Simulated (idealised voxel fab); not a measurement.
Title: Process Module voxel capacitor over wiring
Square cells of 5 nm make up the cross-section cut, whose width is 195 nm.
In this document a cross-section is written as a grid of square cells. It is given as a series of bands, listed from the top down, and a band is one or more rows of cells.
For a band, the entry starts with two heights in nm, that of the top and then that of the bottom, and carries on with the band's materials in order from left to right, each alongside its width in nm; the word "full width" beside a single material means it fills the band edge to edge, and "blank" means empty space.
Counting heights begins at 0, where everything beneath is, in the wafer as received, one material. The lowest band has no bottom; it goes on downwards, as "0 and below" shows.
It should be noted that a width expressed as "30->40" varies in equal increments from row to row of cells within the band, taking the value of the first number at the top row and that of the second number at the bottom row.
Where the words "stayed the same" appear for a step, the cross-section shows no cell changed by that step; every cell remained as before.
Entry "Encapsulated voids" = empty spaces >= 8 cells with no open way to the top; each as width x height at distance, distance from left edge, all nm.
That trailing text on a step's line, after the settings, is the simulator's own remark on the step.
overlay nm: mask right of planned place by this much (step with mask). Neg. = left.
Pairs, read this way: before one process step on the one hand, after it on the other, the after cross-section ending at the lowest band that changed; the step between, settings included, beneath. Same starting wafer throughout, but possibly different runs of this module, so no pair continues from the pair above unless its entry headed "Pre-step geometry" says so.

PRE-STEP GEOMETRY
> 85 down to 70: 45 blank  75 aC  75 blank
> 70 down to 65: 45 blank  75 TiN  75 blank
> 65 down to 60: HfO2 full width
> 60 down to 50: TiN full width
> 50 down to 45: 45 SiCN  15 TiN  135 SiCN
> 45 down to 30: SiO2 full width
> 30 down to 15: 35 lowk  5 TiN  15 Cu  5 TiN  70 lowk  5 TiN  15 Cu  5 TiN  40 lowk
> 15 down to 10: 35 SiN  25 TiN  70 SiN  25 TiN  40 SiN
> 10 down to 0: SiO2 full width
> 0 and below: Si full width
> Encapsulated voids: none

POST-STEP SNAPSHOT
> 85 down to 70: 45 blank  75 aC  75 blank
> 70 down to 65: 45 blank  75 TiN  75 blank
> 65 down to 60: 45 blank  75 HfO2  75 blank
> Everything below 60 is unchanged.
> Encapsulated voids: none
Operation between the pre and post cross-sections above: DIRECTIONAL_ETCH with etch materials HfO2, depth nm 5

Pre-step geometry: after-step cross-section of the pair just above applies.

POST-STEP SNAPSHOT
> 70 down to 65: 45 blank  75 TiN  75 blank
> Everything below 65 is unchanged.
> Encapsulated voids: none
Operation between the pre and post cross-sections above: STRIP with etch materials aC

Pre-step geometry: after-step cross-section of the pair just above applies.

POST-STEP SNAPSHOT
> 85 down to 70: 40 blank  85 resist  70 blank
> 70 down to 65: 40 blank  5 resist  75 TiN  5 resist  70 blank
> 65 down to 60: 40 blank  5 resist  75 HfO2  5 resist  70 blank
> Everything below 60 is unchanged.
> Encapsulated voids: none
Operation between the pre and post cross-sections above: PATTERN with tone cover, mask id LOWER_PLATE, material resist, width nm 85, thk nm 15, overlay nm 0

Pre-step geometry: after-step cross-section of the pair just above applies.

POST-STEP SNAPSHOT
> 85 down to 70: 40 blank  85 resist  70 blank
> 70 down to 65: 40 blank  5 resist  75 TiN  5 resist  70 blank
> 65 down to 60: 40 blank  5 resist  75 HfO2  5 resist  70 blank
> 60 down to 50: 40 blank  85 TiN  70 blank
> Everything below 50 is unchanged.
> Encapsulated voids: none
Operation between the pre and post cross-sections above: DIRECTIONAL_ETCH with etch materials TiN, depth nm 10

Pre-step geometry: after-step cross-section of the pair just above applies.

POST-STEP SNAPSHOT
> 70 down to 65: 45 blank  75 TiN  75 blank
> 65 down to 60: 45 blank  75 HfO2  75 blank
> Everything below 60 is unchanged.
> Encapsulated voids: none
Operation between the pre and post cross-sections above: STRIP with etch materials resist

Pre-step geometry: after-step cross-section of the pair just above applies.

POST-STEP SNAPSHOT
> 85 down to 70: SiO2 full width
> 70 down to 65: 45 SiO2  75 TiN  75 SiO2
> 65 down to 60: 45 SiO2  75 HfO2  75 SiO2
> 60 down to 50: 40 SiO2  85 TiN  70 SiO2
> Everything below 50 is unchanged.
> Encapsulated voids: none
Operation between the pre and post cross-sections above: FILL_DEP with material SiO2, thk nm 15

Pre-step geometry: after-step cross-section of the pair just above applies.

POST-STEP SNAPSHOT
> 80 down to 70: SiO2 full width
> Everything below 70 is unchanged.
> Encapsulated voids: none
Operation between the pre and post cross-sections above: CMP with height nm 80

Pre-step geometry: after-step cross-section of the pair just above applies.

POST-STEP SNAPSHOT
> 100 down to 80: 55 resist  15 blank  125 resist
> Everything below 80 is unchanged.
> Encapsulated voids: none
Operation between the pre and post cross-sections above: PATTERN with tone open, mask id PLUG_2, material resist, width nm 15, thk nm 20, overlay nm 0

Pre-step geometry: after-step cross-section of the pair just above applies.

POST-STEP SNAPSHOT
> 100 down to 80: 55 resist  15 blank  125 resist
> 80 down to 70: 55 SiO2  15 blank  125 SiO2
> Everything below 70 is unchanged.
> Encapsulated voids: none
Operation between the pre and post cross-sections above: DIRECTIONAL_ETCH with etch materials SiO2, depth nm 10

Pre-step geometry: after-step cross-section of the pair just above applies.

POST-STEP SNAPSHOT
> 80 down to 70: 55 SiO2  15 blank  125 SiO2
> Everything below 70 is unchanged.
> Encapsulated voids: none
Operation between the pre and post cross-sections above: STRIP with etch materials resist

Pre-step geometry: after-step cross-section of the pair just above applies.

POST-STEP SNAPSHOT
> 85 down to 80: 60 TiN  5 blank  130 TiN
> 80 down to 75: 55 SiO2  5 TiN  5 blank  5 TiN  125 SiO2
> 75 down to 65: 55->45 SiO2  15->75 TiN  125->75 SiO2
> Everything below 65 is unchanged.
> Encapsulated voids: none
Operation between the pre and post cross-sections above: CONFORMAL_DEP with material TiN, thk nm 5

Pre-step geometry: after-step cross-section of the pair just above applies.

POST-STEP SNAPSHOT
> 90 down to 85: W full width
> 85 down to 80: 60 TiN  5 W  130 TiN
> 80 down to 75: 55 SiO2  5 TiN  5 W  5 TiN  125 SiO2
> Everything below 75 is unchanged.
> Encapsulated voids: none
Operation between the pre and post cross-sections above: FILL_DEP with material W, thk nm 5

Pre-step geometry: after-step cross-section of the pair just above applies.

POST-STEP SNAPSHOT
> 80 down to 75: 55 SiO2  5 TiN  5 W  5 TiN  125 SiO2
> Everything below 75 is unchanged.
> Encapsulated voids: none
Operation between the pre and post cross-sections above: CMP with height nm 80

Pre-step geometry: after-step cross-section of the pair just above applies.

POST-STEP SNAPSHOT
> 85 down to 80: SiCN full width
> Everything below 80 is unchanged.
> Encapsulated voids: none
Operation between the pre and post cross-sections above: CONFORMAL_DEP with material SiCN, thk nm 5

PRE-STEP GEOMETRY
> 85 down to 70: 40 blank  85 resist  70 blank
> 70 down to 65: 40 blank  5 resist  75 TiN  5 resist  70 blank
> 65 down to 60: 40 blank  5 resist  75 HfO2  5 resist  70 blank
> 60 down to 50: TiN full width
> 50 down to 35: 45 SiO2  5 TiN  5 Cu  5 TiN  135 SiO2
> 35 down to 30: 45 SiCN  15 TiN  135 SiCN
> 30 down to 15: 35 lowk  5 TiN  15 Cu  5 TiN  70 lowk  5 TiN  15 Cu  5 TiN  40 lowk
> 15 down to 10: 35 SiN  25 TiN  70 SiN  25 TiN  40 SiN
> 10 down to 0: SiO2 full width
> 0 and below: Si full width
> Encapsulated voids: none

POST-STEP SNAPSHOT
> 85 down to 70: 40 blank  85 resist  70 blank
> 70 down to 65: 40 blank  5 resist  75 TiN  5 resist  70 blank
> 65 down to 60: 40 blank  5 resist  75 HfO2  5 resist  70 blank
> 60 down to 55: 40 blank  85 TiN  70 blank
> Everything below 55 is unchanged.
> Encapsulated voids: none
Operation between the pre and post cross-sections above: DIRECTIONAL_ETCH with etch materials TiN, depth nm 5

Pre-step geometry: after-step cross-section of the pair just above applies.

POST-STEP SNAPSHOT
> 70 down to 65: 45 blank  75 TiN  75 blank
> 65 down to 60: 45 blank  75 HfO2  75 blank
> Everything below 60 is unchanged.
> Encapsulated voids: none
Operation between the pre and post cross-sections above: STRIP with etch materials resist

Pre-step geometry: after-step cross-section of the pair just above applies.

POST-STEP SNAPSHOT
> 85 down to 70: SiO2 full width
> 70 down to 65: 45 SiO2  75 TiN  75 SiO2
> 65 down to 60: 45 SiO2  75 HfO2  75 SiO2
> 60 down to 55: 40 SiO2  85 TiN  70 SiO2
> Everything below 55 is unchanged.
> Encapsulated voids: none
Operation between the pre and post cross-sections above: FILL_DEP with material SiO2, thk nm 15

Pre-step geometry: after-step cross-section of the pair just above applies.

POST-STEP SNAPSHOT
> 80 down to 70: SiO2 full width
> Everything below 70 is unchanged.
> Encapsulated voids: none
Operation between the pre and post cross-sections above: CMP with height nm 80

Pre-step geometry: after-step cross-section of the pair just above applies.

POST-STEP SNAPSHOT
> 100 down to 80: 55 resist  15 blank  125 resist
> Everything below 80 is unchanged.
> Encapsulated voids: none
Operation between the pre and post cross-sections above: PATTERN with tone open, mask id PLUG_2, material resist, width nm 15, thk nm 20, overlay nm 0

Pre-step geometry: after-step cross-section of the pair just above applies.

POST-STEP SNAPSHOT
> 100 down to 80: 55 resist  15 blank  125 resist
> 80 down to 70: 55 SiO2  15 blank  125 SiO2
> Everything below 70 is unchanged.
> Encapsulated voids: none
Operation between the pre and post cross-sections above: DIRECTIONAL_ETCH with etch materials SiO2, depth nm 10

Pre-step geometry: after-step cross-section of the pair just above applies.

POST-STEP SNAPSHOT
> 80 down to 70: 55 SiO2  15 blank  125 SiO2
> Everything below 70 is unchanged.
> Encapsulated voids: none
Operation between the pre and post cross-sections above: STRIP with etch materials resist

Pre-step geometry: after-step cross-section of the pair just above applies.

POST-STEP SNAPSHOT
> 85 down to 80: 60 TiN  5 blank  130 TiN
> 80 down to 75: 55 SiO2  5 TiN  5 blank  5 TiN  125 SiO2
> 75 down to 65: 55->45 SiO2  15->75 TiN  125->75 SiO2
> Everything below 65 is unchanged.
> Encapsulated voids: none
Operation between the pre and post cross-sections above: CONFORMAL_DEP with material TiN, thk nm 5

Pre-step geometry: after-step cross-section of the pair just above applies.

POST-STEP SNAPSHOT
> 90 down to 85: W full width
> 85 down to 80: 60 TiN  5 W  130 TiN
> 80 down to 75: 55 SiO2  5 TiN  5 W  5 TiN  125 SiO2
> Everything below 75 is unchanged.
> Encapsulated voids: none
Operation between the pre and post cross-sections above: FILL_DEP with material W, thk nm 5

Pre-step geometry: after-step cross-section of the pair just above applies.

POST-STEP SNAPSHOT
> 80 down to 75: 55 SiO2  5 TiN  5 W  5 TiN  125 SiO2
> Everything below 75 is unchanged.
> Encapsulated voids: none
Operation between the pre and post cross-sections above: CMP with height nm 80

Pre-step geometry: after-step cross-section of the pair just above applies.

POST-STEP SNAPSHOT
> 85 down to 80: SiCN full width
> Everything below 80 is unchanged.
> Encapsulated voids: none
Operation between the pre and post cross-sections above: CONFORMAL_DEP with material SiCN, thk nm 5

PRE-STEP GEOMETRY
> 70 down to 65: 45 blank  75 TiN  75 blank
> 65 down to 60: 45 blank  75 HfO2  75 blank
> 60 down to 50: TiN full width
> 50 down to 35: 45 SiO2  5 TiN  5 Cu  5 TiN  135 SiO2
> 35 down to 30: 45 SiCN  15 TiN  135 SiCN
> 30 down to 15: 35 lowk  5 TiN  15 Cu  5 TiN  70 lowk  5 TiN  15 Cu  5 TiN  40 lowk
> 15 down to 10: 35 SiN  25 TiN  70 SiN  25 TiN  40 SiN
> 10 down to 0: SiO2 full width
> 0 and below: Si full width
> Encapsulated voids: none

POST-STEP SNAPSHOT
> 85 down to 70: 45 blank  75 resist  75 blank
> Everything below 70 is unchanged.
> Encapsulated voids: none
Operation between the pre and post cross-sections above: PATTERN with tone cover, mask id LOWER_PLATE, material resist, width nm 75, thk nm 15, overlay nm 0

Pre-step geometry: after-step cross-section of the pair just above applies.

POST-STEP SNAPSHOT
> 85 down to 70: 45 blank  75 resist  75 blank
> 70 down to 65: 45 blank  75 TiN  75 blank
> 65 down to 60: 45 blank  75 HfO2  75 blank
> 60 down to 50: 45 blank  75 TiN  75 blank
> Everything below 50 is unchanged.
> Encapsulated voids: none
Operation between the pre and post cross-sections above: DIRECTIONAL_ETCH with etch materials TiN, depth nm 10

Pre-step geometry: after-step cross-section of the pair just above applies.

POST-STEP SNAPSHOT
> 70 down to 65: 45 blank  75 TiN  75 blank
> Everything below 65 is unchanged.
> Encapsulated voids: none
Operation between the pre and post cross-sections above: STRIP with etch materials resist

Pre-step geometry: after-step cross-section of the pair just above applies.

POST-STEP SNAPSHOT
> 85 down to 70: SiO2 full width
> 70 down to 65: 45 SiO2  75 TiN  75 SiO2
> 65 down to 60: 45 SiO2  75 HfO2  75 SiO2
> 60 down to 50: 45 SiO2  75 TiN  75 SiO2
> Everything below 50 is unchanged.
> Encapsulated voids: none
Operation between the pre and post cross-sections above: FILL_DEP with material SiO2, thk nm 15

Pre-step geometry: after-step cross-section of the pair just above applies.

POST-STEP SNAPSHOT
> 80 down to 70: SiO2 full width
> Everything below 70 is unchanged.
> Encapsulated voids: none
Operation between the pre and post cross-sections above: CMP with height nm 80

Pre-step geometry: after-step cross-section of the pair just above applies.

POST-STEP SNAPSHOT
> 100 down to 80: 55 resist  15 blank  125 resist
> Everything below 80 is unchanged.
> Encapsulated voids: none
Operation between the pre and post cross-sections above: PATTERN with tone open, mask id PLUG_2, material resist, width nm 15, thk nm 20, overlay nm 0

Pre-step geometry: after-step cross-section of the pair just above applies.

POST-STEP SNAPSHOT
> 100 down to 80: 55 resist  15 blank  125 resist
> 80 down to 70: 55 SiO2  15 blank  125 SiO2
> Everything below 70 is unchanged.
> Encapsulated voids: none
Operation between the pre and post cross-sections above: DIRECTIONAL_ETCH with etch materials SiO2, depth nm 10

Pre-step geometry: after-step cross-section of the pair just above applies.

POST-STEP SNAPSHOT
> 80 down to 70: 55 SiO2  15 blank  125 SiO2
> Everything below 70 is unchanged.
> Encapsulated voids: none
Operation between the pre and post cross-sections above: STRIP with etch materials resist

Pre-step geometry: after-step cross-section of the pair just above applies.

POST-STEP SNAPSHOT
> 85 down to 80: 60 TiN  5 blank  130 TiN
> 80 down to 75: 55 SiO2  5 TiN  5 blank  5 TiN  125 SiO2
> 75 down to 65: 55->45 SiO2  15->75 TiN  125->75 SiO2
> Everything below 65 is unchanged.
> Encapsulated voids: none
Operation between the pre and post cross-sections above: CONFORMAL_DEP with material TiN, thk nm 5

Pre-step geometry: after-step cross-section of the pair just above applies.

POST-STEP SNAPSHOT
> 90 down to 85: W full width
> 85 down to 80: 60 TiN  5 W  130 TiN
> 80 down to 75: 55 SiO2  5 TiN  5 W  5 TiN  125 SiO2
> Everything below 75 is unchanged.
> Encapsulated voids: none
Operation between the pre and post cross-sections above: FILL_DEP with material W, thk nm 5

Pre-step geometry: after-step cross-section of the pair just above applies.

POST-STEP SNAPSHOT
> 80 down to 75: 55 SiO2  5 TiN  5 W  5 TiN  125 SiO2
> Everything below 75 is unchanged.
> Encapsulated voids: none
Operation between the pre and post cross-sections above: CMP with height nm 80

Pre-step geometry: after-step cross-section of the pair just above applies.

POST-STEP SNAPSHOT
> 85 down to 80: SiCN full width
> Everything below 80 is unchanged.
> Encapsulated voids: none
Operation between the pre and post cross-sections above: CONFORMAL_DEP with material SiCN, thk nm 5

PRE-STEP GEOMETRY
> 85 down to 70: aC full width
> 70 down to 65: TiN full width
> 65 down to 60: HfO2 full width
> 60 down to 50: TiN full width
> 50 down to 35: 45 SiO2  5 TiN  5 Cu  5 TiN  135 SiO2
> 35 down to 30: 45 SiCN  15 TiN  135 SiCN
> 30 down to 15: 35 lowk  5 TiN  15 Cu  5 TiN  70 lowk  5 TiN  15 Cu  5 TiN  40 lowk
> 15 down to 10: 35 SiN  25 TiN  70 SiN  25 TiN  40 SiN
> 10 down to 0: SiO2 full width
> 0 and below: Si full width
> Encapsulated voids: none

POST-STEP SNAPSHOT
> 115 down to 85: 55 blank  75 resist  65 blank
> Everything below 85 is unchanged.
> Encapsulated voids: none
Operation between the pre and post cross-sections above: PATTERN with tone cover, mask id UPPER_PLATE, material resist, width nm 75, thk nm 30, overlay nm 10

Pre-step geometry: after-step cross-section of the pair just above applies.

POST-STEP SNAPSHOT
> 100 down to 85: 55 blank  75 resist  65 blank
> 85 down to 70: 55 blank  75 aC  65 blank
> Everything below 70 is unchanged.
> Encapsulated voids: none
Operation between the pre and post cross-sections above: DIRECTIONAL_ETCH with etch materials aC, depth nm 15

Pre-step geometry: after-step cross-section of the pair just above applies.

POST-STEP SNAPSHOT
> 85 down to 70: 55 blank  75 aC  65 blank
> Everything below 70 is unchanged.
> Encapsulated voids: none
Operation between the pre and post cross-sections above: STRIP with etch materials resist

Pre-step geometry: after-step cross-section of the pair just above applies.

POST-STEP SNAPSHOT
> 85 down to 70: 55 blank  75 aC  65 blank
> 70 down to 65: 55 blank  75 TiN  65 blank
> Everything below 65 is unchanged.
> Encapsulated voids: none
Operation between the pre and post cross-sections above: DIRECTIONAL_ETCH with etch materials TiN, depth nm 5

Pre-step geometry: after-step cross-section of the pair just above applies.

POST-STEP SNAPSHOT
> 85 down to 70: 55 blank  75 aC  65 blank
> 70 down to 65: 55 blank  75 TiN  65 blank
> 65 down to 60: 55 blank  75 HfO2  65 blank
> Everything below 60 is unchanged.
> Encapsulated voids: none
Operation between the pre and post cross-sections above: DIRECTIONAL_ETCH with etch materials HfO2, depth nm 5

Pre-step geometry: after-step cross-section of the pair just above applies.

POST-STEP SNAPSHOT
> 70 down to 65: 55 blank  75 TiN  65 blank
> Everything below 65 is unchanged.
> Encapsulated voids: none
Operation between the pre and post cross-sections above: STRIP with etch materials aC

Pre-step geometry: after-step cross-section of the pair just above applies.

POST-STEP SNAPSHOT
> 85 down to 70: 40 blank  85 resist  70 blank
> 70 down to 65: 40 blank  15 resist  75 TiN  65 blank
> 65 down to 60: 40 blank  15 resist  75 HfO2  65 blank
> Everything below 60 is unchanged.
> Encapsulated voids: none
Operation between the pre and post cross-sections above: PATTERN with tone cover, mask id LOWER_PLATE, material resist, width nm 85, thk nm 15, overlay nm 0

Pre-step geometry: after-step cross-section of the pair just above applies.

POST-STEP SNAPSHOT
> 85 down to 70: 40 blank  85 resist  70 blank
> 70 down to 65: 40 blank  15 resist  70 TiN  70 blank
> 65 down to 60: 40 blank  15 resist  75 HfO2  65 blank
> 60 down to 50: 40 blank  90 TiN  65 blank
> Everything below 50 is unchanged.
> Encapsulated voids: none
Operation between the pre and post cross-sections above: DIRECTIONAL_ETCH with etch materials TiN, depth nm 10

Pre-step geometry: after-step cross-section of the pair just above applies.

POST-STEP SNAPSHOT
> 70 down to 65: 55 blank  70 TiN  70 blank
> 65 down to 60: 55 blank  75 HfO2  65 blank
> Everything below 60 is unchanged.
> Encapsulated voids: none
Operation between the pre and post cross-sections above: STRIP with etch materials resist

Pre-step geometry: after-step cross-section of the pair just above applies.

POST-STEP SNAPSHOT
> 85 down to 70: SiO2 full width
> 70 down to 65: 55 SiO2  70 TiN  70 SiO2
> 65 down to 60: 55 SiO2  75 HfO2  65 SiO2
> 60 down to 50: 40 SiO2  90 TiN  65 SiO2
> Everything below 50 is unchanged.
> Encapsulated voids: none
Operation between the pre and post cross-sections above: FILL_DEP with material SiO2, thk nm 15

Pre-step geometry: after-step cross-section of the pair just above applies.

POST-STEP SNAPSHOT
> 80 down to 70: SiO2 full width
> Everything below 70 is unchanged.
> Encapsulated voids: none
Operation between the pre and post cross-sections above: CMP with height nm 80

Pre-step geometry: after-step cross-section of the pair just above applies.

POST-STEP SNAPSHOT
> 100 down to 80: 55 resist  15 blank  125 resist
> Everything below 80 is unchanged.
> Encapsulated voids: none
Operation between the pre and post cross-sections above: PATTERN with tone open, mask id PLUG_2, material resist, width nm 15, thk nm 20, overlay nm 0

Pre-step geometry: after-step cross-section of the pair just above applies.

POST-STEP SNAPSHOT
> 100 down to 80: 55 resist  15 blank  125 resist
> 80 down to 70: 55 SiO2  15 blank  125 SiO2
> Everything below 70 is unchanged.
> Encapsulated voids: none
Operation between the pre and post cross-sections above: DIRECTIONAL_ETCH with etch materials SiO2, depth nm 10

Pre-step geometry: after-step cross-section of the pair just above applies.

POST-STEP SNAPSHOT
> 80 down to 70: 55 SiO2  15 blank  125 SiO2
> Everything below 70 is unchanged.
> Encapsulated voids: none
Operation between the pre and post cross-sections above: STRIP with etch materials resist

Pre-step geometry: after-step cross-section of the pair just above applies.

POST-STEP SNAPSHOT
> 85 down to 80: 60 TiN  5 blank  130 TiN
> 80 down to 75: 55 SiO2  5 TiN  5 blank  5 TiN  125 SiO2
> 75 down to 65: 55 SiO2  15->70 TiN  125->70 SiO2
> Everything below 65 is unchanged.
> Encapsulated voids: none
Operation between the pre and post cross-sections above: CONFORMAL_DEP with material TiN, thk nm 5

Pre-step geometry: after-step cross-section of the pair just above applies.

POST-STEP SNAPSHOT
> 90 down to 85: W full width
> 85 down to 80: 60 TiN  5 W  130 TiN
> 80 down to 75: 55 SiO2  5 TiN  5 W  5 TiN  125 SiO2
> Everything below 75 is unchanged.
> Encapsulated voids: none
Operation between the pre and post cross-sections above: FILL_DEP with material W, thk nm 5

Pre-step geometry: after-step cross-section of the pair just above applies.

POST-STEP SNAPSHOT
> 80 down to 75: 55 SiO2  5 TiN  5 W  5 TiN  125 SiO2
> Everything below 75 is unchanged.
> Encapsulated voids: none
Operation between the pre and post cross-sections above: CMP with height nm 80

Pre-step geometry: after-step cross-section of the pair just above applies.

POST-STEP SNAPSHOT
> 85 down to 80: SiCN full width
> Everything below 80 is unchanged.
> Encapsulated voids: none
Operation between the pre and post cross-sections above: CONFORMAL_DEP with material SiCN, thk nm 5

PRE-STEP GEOMETRY
> 50 down to 35: 45 SiO2  15 blank  135 SiO2
> 35 down to 30: 45 SiCN  15 blank  135 SiCN
> 30 down to 15: 35 lowk  5 TiN  15 Cu  5 TiN  70 lowk  5 TiN  15 Cu  5 TiN  40 lowk
> 15 down to 10: 35 SiN  25 TiN  70 SiN  25 TiN  40 SiN
> 10 down to 0: SiO2 full width
> 0 and below: Si full width
> Encapsulated voids: none

POST-STEP SNAPSHOT
> 55 down to 35: 50 SiO2  5 blank  140 SiO2
> 35 down to 30: 45 SiCN  15 SiO2  135 SiCN
> Everything below 30 is unchanged.
> Encapsulated voids: none
Operation between the pre and post cross-sections above: CONFORMAL_DEP with material SiO2, thk nm 5

Pre-step geometry: after-step cross-section of the pair just above applies.

POST-STEP SNAPSHOT
> 60 down to 55: Cu full width
> 55 down to 35: 50 SiO2  5 Cu  140 SiO2
> Everything below 35 is unchanged.
> Encapsulated voids: none
Operation between the pre and post cross-sections above: FILL_DEP with material Cu, thk nm 5

Pre-step geometry: after-step cross-section of the pair just above applies.

POST-STEP SNAPSHOT
> 50 down to 35: 50 SiO2  5 Cu  140 SiO2
> Everything below 35 is unchanged.
> Encapsulated voids: none
Operation between the pre and post cross-sections above: CMP with height nm 50

Pre-step geometry: after-step cross-section of the pair just above applies.

POST-STEP SNAPSHOT
> 60 down to 50: TiN full width
> Everything below 50 is unchanged.
> Encapsulated voids: none
Operation between the pre and post cross-sections above: DIRECTIONAL_DEP with material TiN, thk nm 10

Pre-step geometry: after-step cross-section of the pair just above applies.

POST-STEP SNAPSHOT
> 65 down to 60: HfO2 full width
> Everything below 60 is unchanged.
> Encapsulated voids: none
Operation between the pre and post cross-sections above: DIRECTIONAL_DEP with material HfO2, thk nm 5

Pre-step geometry: after-step cross-section of the pair just above applies.

POST-STEP SNAPSHOT
> 70 down to 65: TiN full width
> Everything below 65 is unchanged.
> Encapsulated voids: none
Operation between the pre and post cross-sections above: DIRECTIONAL_DEP with material TiN, thk nm 5

Pre-step geometry: after-step cross-section of the pair just above applies.

POST-STEP SNAPSHOT
> 85 down to 70: aC full width
> Everything below 70 is unchanged.
> Encapsulated voids: none
Operation between the pre and post cross-sections above: DIRECTIONAL_DEP with material aC, thk nm 15

Pre-step geometry: after-step cross-section of the pair just above applies.

POST-STEP SNAPSHOT
> 115 down to 85: 45 blank  75 resist  75 blank
> Everything below 85 is unchanged.
> Encapsulated voids: none
Operation between the pre and post cross-sections above: PATTERN with tone cover, mask id UPPER_PLATE, material resist, width nm 75, thk nm 30, overlay nm 0

Pre-step geometry: after-step cross-section of the pair just above applies.

POST-STEP SNAPSHOT
> 100 down to 85: 45 blank  75 resist  75 blank
> 85 down to 70: 45 blank  75 aC  75 blank
> Everything below 70 is unchanged.
> Encapsulated voids: none
Operation between the pre and post cross-sections above: DIRECTIONAL_ETCH with etch materials aC, depth nm 15

Pre-step geometry: after-step cross-section of the pair just above applies.

POST-STEP SNAPSHOT
> 85 down to 70: 45 blank  75 aC  75 blank
> Everything below 70 is unchanged.
> Encapsulated voids: none
Operation between the pre and post cross-sections above: STRIP with etch materials resist

Pre-step geometry: after-step cross-section of the pair just above applies.

POST-STEP SNAPSHOT
> 85 down to 70: 45 blank  75 aC  75 blank
> 70 down to 65: 45 blank  75 TiN  75 blank
> Everything below 65 is unchanged.
> Encapsulated voids: none
Operation between the pre and post cross-sections above: DIRECTIONAL_ETCH with etch materials TiN, depth nm 5

Pre-step geometry: after-step cross-section of the pair just above applies.

POST-STEP SNAPSHOT
> 85 down to 70: 45 blank  75 aC  75 blank
> 70 down to 65: 45 blank  75 TiN  75 blank
> 65 down to 60: 45 blank  75 HfO2  75 blank
> Everything below 60 is unchanged.
> Encapsulated voids: none
Operation between the pre and post cross-sections above: DIRECTIONAL_ETCH with etch materials HfO2, depth nm 5

Pre-step geometry: after-step cross-section of the pair just above applies.

POST-STEP SNAPSHOT
> 70 down to 65: 45 blank  75 TiN  75 blank
> Everything below 65 is unchanged.
> Encapsulated voids: none
Operation between the pre and post cross-sections above: STRIP with etch materials aC

Pre-step geometry: after-step cross-section of the pair just above applies.

POST-STEP SNAPSHOT
> 85 down to 70: 40 blank  85 resist  70 blank
> 70 down to 65: 40 blank  5 resist  75 TiN  5 resist  70 blank
> 65 down to 60: 40 blank  5 resist  75 HfO2  5 resist  70 blank
> Everything below 60 is unchanged.
> Encapsulated voids: none
Operation between the pre and post cross-sections above: PATTERN with tone cover, mask id LOWER_PLATE, material resist, width nm 85, thk nm 15, overlay nm 0

Pre-step geometry: after-step cross-section of the pair just above applies.

POST-STEP SNAPSHOT
> 85 down to 70: 40 blank  85 resist  70 blank
> 70 down to 65: 40 blank  5 resist  75 TiN  5 resist  70 blank
> 65 down to 60: 40 blank  5 resist  75 HfO2  5 resist  70 blank
> 60 down to 50: 40 blank  85 TiN  70 blank
> Everything below 50 is unchanged.
> Encapsulated voids: none
Operation between the pre and post cross-sections above: DIRECTIONAL_ETCH with etch materials TiN, depth nm 10

Pre-step geometry: after-step cross-section of the pair just above applies.

POST-STEP SNAPSHOT
> 70 down to 65: 45 blank  75 TiN  75 blank
> 65 down to 60: 45 blank  75 HfO2  75 blank
> Everything below 60 is unchanged.
> Encapsulated voids: none
Operation between the pre and post cross-sections above: STRIP with etch materials resist

Pre-step geometry: after-step cross-section of the pair just above applies.

POST-STEP SNAPSHOT
> 85 down to 70: SiO2 full width
> 70 down to 65: 45 SiO2  75 TiN  75 SiO2
> 65 down to 60: 45 SiO2  75 HfO2  75 SiO2
> 60 down to 50: 40 SiO2  85 TiN  70 SiO2
> Everything below 50 is unchanged.
> Encapsulated voids: none
Operation between the pre and post cross-sections above: FILL_DEP with material SiO2, thk nm 15

Pre-step geometry: after-step cross-section of the pair just above applies.

POST-STEP SNAPSHOT
> 80 down to 70: SiO2 full width
> Everything below 70 is unchanged.
> Encapsulated voids: none
Operation between the pre and post cross-sections above: CMP with height nm 80

Pre-step geometry: after-step cross-section of the pair just above applies.

POST-STEP SNAPSHOT
> 100 down to 80: 55 resist  15 blank  125 resist
> Everything below 80 is unchanged.
> Encapsulated voids: none
Operation between the pre and post cross-sections above: PATTERN with tone open, mask id PLUG_2, material resist, width nm 15, thk nm 20, overlay nm 0

Pre-step geometry: after-step cross-section of the pair just above applies.

POST-STEP SNAPSHOT
> 100 down to 80: 55 resist  15 blank  125 resist
> 80 down to 70: 55 SiO2  15 blank  125 SiO2
> Everything below 70 is unchanged.
> Encapsulated voids: none
Operation between the pre and post cross-sections above: DIRECTIONAL_ETCH with etch materials SiO2, depth nm 10

Pre-step geometry: after-step cross-section of the pair just above applies.

POST-STEP SNAPSHOT
> 80 down to 70: 55 SiO2  15 blank  125 SiO2
> Everything below 70 is unchanged.
> Encapsulated voids: none
Operation between the pre and post cross-sections above: STRIP with etch materials resist

Pre-step geometry: after-step cross-section of the pair just above applies.

POST-STEP SNAPSHOT
> 85 down to 80: 60 TiN  5 blank  130 TiN
> 80 down to 75: 55 SiO2  5 TiN  5 blank  5 TiN  125 SiO2
> 75 down to 65: 55->45 SiO2  15->75 TiN  125->75 SiO2
> Everything below 65 is unchanged.
> Encapsulated voids: none
Operation between the pre and post cross-sections above: CONFORMAL_DEP with material TiN, thk nm 5

Pre-step geometry: after-step cross-section of the pair just above applies.

POST-STEP SNAPSHOT
> 90 down to 85: W full width
> 85 down to 80: 60 TiN  5 W  130 TiN
> 80 down to 75: 55 SiO2  5 TiN  5 W  5 TiN  125 SiO2
> Everything below 75 is unchanged.
> Encapsulated voids: none
Operation between the pre and post cross-sections above: FILL_DEP with material W, thk nm 5

Pre-step geometry: after-step cross-section of the pair just above applies.

POST-STEP SNAPSHOT
> 80 down to 75: 55 SiO2  5 TiN  5 W  5 TiN  125 SiO2
> Everything below 75 is unchanged.
> Encapsulated voids: none
Operation between the pre and post cross-sections above: CMP with height nm 80

Pre-step geometry: after-step cross-section of the pair just above applies.

POST-STEP SNAPSHOT
> 85 down to 80: SiCN full width
> Everything below 80 is unchanged.
> Encapsulated voids: none
Operation between the pre and post cross-sections above: CONFORMAL_DEP with material SiCN, thk nm 5
